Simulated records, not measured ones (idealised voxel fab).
process module | voxel ribs on slabs
cross-section cut | 245 nm wide | cells 5 nm
A cross-section is a grid of square cells, given in bands from the top down. A band is one or more rows of cells.
Each band's line starts with the height of the band's top and of its bottom, in nm. Then come its materials from left to right, each with its width in nm. One material with "throughout" fills the band from edge to edge. "air" is empty space.
Height 0 is the level under which the wafer as received is all one material. The lowest band goes on downwards, as in "0 down".
A width such as "30 to 40" changes by the same amount from each row of cells to the next, from the band's top row to its bottom row.
"no change" after a step means that no cell of the cross-section changed.
closed voids: empty space of 8 cells or more with no open way to the top, each as width x height at its distance from the left edge, in nm
after a step's settings: what the simulator itself notes on the step
overlay nm, on a step with a mask: how far to the right of its planned place the mask lay; to the left if negative
plan
1 op RECEIVE | material Si
2 op DIRECTIONAL_DEP | material SiO2 | thk nm 25
3 op DIRECTIONAL_DEP | material SiN | thk nm 25
4 op DIRECTIONAL_DEP | material aC | thk nm 15
5 op PATTERN | tone cover | mask id RIB | material resist | width nm 15 | thk nm 30 | overlay nm 0
6 op DIRECTIONAL_ETCH | etch materials aC | depth nm 15
7 op STRIP | etch materials resist
8 op DIRECTIONAL_ETCH | etch materials SiN | depth nm 5
9 op STRIP | etch materials aC
10 op MASKED_ETCH | tone cover | mask id SLAB | width nm 55 | etch materials SiN | depth nm 20 | overlay nm 0
11 op FILL_DEP | material SiO2 | thk nm 20
12 op CMP | height nm 65
13 op DIRECTIONAL_DEP | material TiN | thk nm 10
14 op PATTERN | tone cover | mask id HEATER | material resist | width nm 25 | thk nm 15 | overlay nm 0
15 op DIRECTIONAL_ETCH | etch materials TiN | depth nm 10
16 op STRIP | etch materials resist
17 op CONFORMAL_DEP | material SiN | thk nm 10
as received, after step 1
  0 down: Si throughout
  closed voids: none
first wafer at the end, as planned
  85 to 75: air 100 | SiN 45 | air 100
  75 to 65: SiN 110 | TiN 25 | SiN 110
  65 to 50: SiO2 throughout
  50 to 45: SiO2 115 | SiN 15 | SiO2 115
  45 to 25: SiO2 95 | SiN 55 | SiO2 95
  25 to 0: SiO2 throughout
  0 down: Si throughout
  closed voids: none
second wafer at the end: like start, like plan, one mistake
  85 to 75: air 100 | SiN 45 | air 100
  75 to 65: SiN 110 | TiN 25 | SiN 110
  65 to 50: SiO2 throughout
  50 to 45: SiO2 110 | SiN 15 | SiO2 120
  45 to 25: SiO2 95 | SiN 55 | SiO2 95
  25 to 0: SiO2 throughout
  0 down: Si throughout
  closed voids: none
what went wrong: step 5 ran as: op PATTERN | tone cover | mask id RIB | material resist | width nm 15 | thk nm 30 | overlay nm -5
at the end the second wafer has, in cells: as many of each material as the first, in other places
